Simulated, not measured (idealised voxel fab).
Presented below is a process module, voxel lift off.
The width of the displayed cross-section, cut, is 170 nm; its cells are square, with a size of 5 nm.
Each cross-section below is a grid of square cells, stated as bands in top-down order, with one or more rows of cells making up each band.
A band entry consists of two parts. The first gives the height of the band's top and the height of its bottom, in nm. The rest lists the band's materials from left to right, each with its width in nm. A single material labelled with the word "full width" fills the band from edge to edge, and the word "empty" marks empty space.
It should be noted that heights are counted from 0, beneath which the wafer as supplied is of one material throughout, and that the lowest band possesses no lower boundary but continues downward, as written in "from 0 down".
A width given as "30..40" starts at the first number in the band's top row and ends at the second number in its bottom row, shifting by an equal amount at every step from row to row.
You'll sometimes find "no change occurred" written for a step, and that's the way of saying that nowhere in the cross-section did a cell change during that step.
The label "Sealed void listing" introduces a list of the empty spaces, 8 cells or larger, that have no open way up to the top; each entry in it reads width x height at distance, where the distance is taken from the left edge and all three are stated in nm.
What comes after the settings on a step's line is commentary from the simulator itself on that step.
Regarding "overlay nm": on a step with a mask, it is the distance the mask lay to the right of its planned place; a negative value places it to the left.

### Here's what the planned process steps look like
1 RECEIVE,material Si
2 CONFORMAL_DEP,material Al2O3,thk nm 15
3 PATTERN,tone open,mask id LINES,material resist,width nm 25,pitch nm 50,thk nm 30,overlay nm 0
4 DIRECTIONAL_DEP,material Ru,thk nm 15
5 STRIP,etch materials resist
6 CONFORMAL_DEP,material SiN,thk nm 5

### So, the first of our two wafers, run just as we planned it

### As-received wafer cross-section (after step 1)
- from 0 down | Si full width
- Sealed void listing: none

### Wafer after step 2 (cross-section)
- from 15 to 0 | Al2O3 full width
- Below 0 it's all the same as before, nothing changed down there.

### Wafer after step 3 (cross-section)
- from 45 to 15 | resist (45)  empty (25)  resist (25)  empty (25)  resist (50)
- Below 15 it's all the same as before, nothing changed down there.

### Wafer after step 4 (cross-section)
- from 60 to 45 | Ru (45)  empty (25)  Ru (25)  empty (25)  Ru (50)
- from 45 to 30 | resist (45)  empty (25)  resist (25)  empty (25)  resist (50)
- from 30 to 15 | resist (45)  Ru (25)  resist (25)  Ru (25)  resist (50)
- Below 15 it's all the same as before, nothing changed down there.

### Wafer after step 5 (cross-section)
- from 30 to 15 | empty (45)  Ru (25)  empty (25)  Ru (25)  empty (50)
- Below 15 it's all the same as before, nothing changed down there.

### Wafer after step 6 (cross-section)
- from 35 to 30 | empty (40)  SiN (35)  empty (15)  SiN (35)  empty (45)
- from 30 to 20 | empty (40)  SiN (5)  Ru (25)  SiN (5)  empty (15)  SiN (5)  Ru (25)  SiN (5)  empty (45)
- from 20 to 15 | SiN (45)  Ru (25)  SiN (25)  Ru (25)  SiN (50)
- Below 15 it's all the same as before, nothing changed down there.

### The second wafer: identical to the first at the outset and in its planned sequence, differing only in that one mistake was made during processing; up to and including step 3, its path is the first wafer's path

### Second wafer, cross-section, planned end of step 4
- from 60 to 45 | Al2O3 (45)  empty (25)  Al2O3 (25)  empty (25)  Al2O3 (50)
- from 45 to 30 | resist (45)  empty (25)  resist (25)  empty (25)  resist (50)
- from 30 to 15 | resist (45)  Al2O3 (25)  resist (25)  Al2O3 (25)  resist (50)
- Below 15 it's all the same as before, nothing changed down there.

### Second wafer, cross-section, planned end of step 5
- from 30 to 15 | empty (45)  Al2O3 (25)  empty (25)  Al2O3 (25)  empty (50)
- Below 15 it's all the same as before, nothing changed down there.

### Second wafer, cross-section, planned end of step 6
- from 35 to 30 | empty (40)  SiN (35)  empty (15)  SiN (35)  empty (45)
- from 30 to 20 | empty (40)  SiN (5)  Al2O3 (25)  SiN (5)  empty (15)  SiN (5)  Al2O3 (25)  SiN (5)  empty (45)
- from 20 to 15 | SiN (45)  Al2O3 (25)  SiN (25)  Al2O3 (25)  SiN (50)
- Below 15 it's all the same as before, nothing changed down there.
Misprocessing identified: note that step 4 departed from the planned setting and was carried out as DIRECTIONAL_DEP,material Al2O3,thk nm 15
Final tally in cells, some materials are higher or lower on the second wafer than on the first: 30 more of Al2O3; 30 fewer of Ru
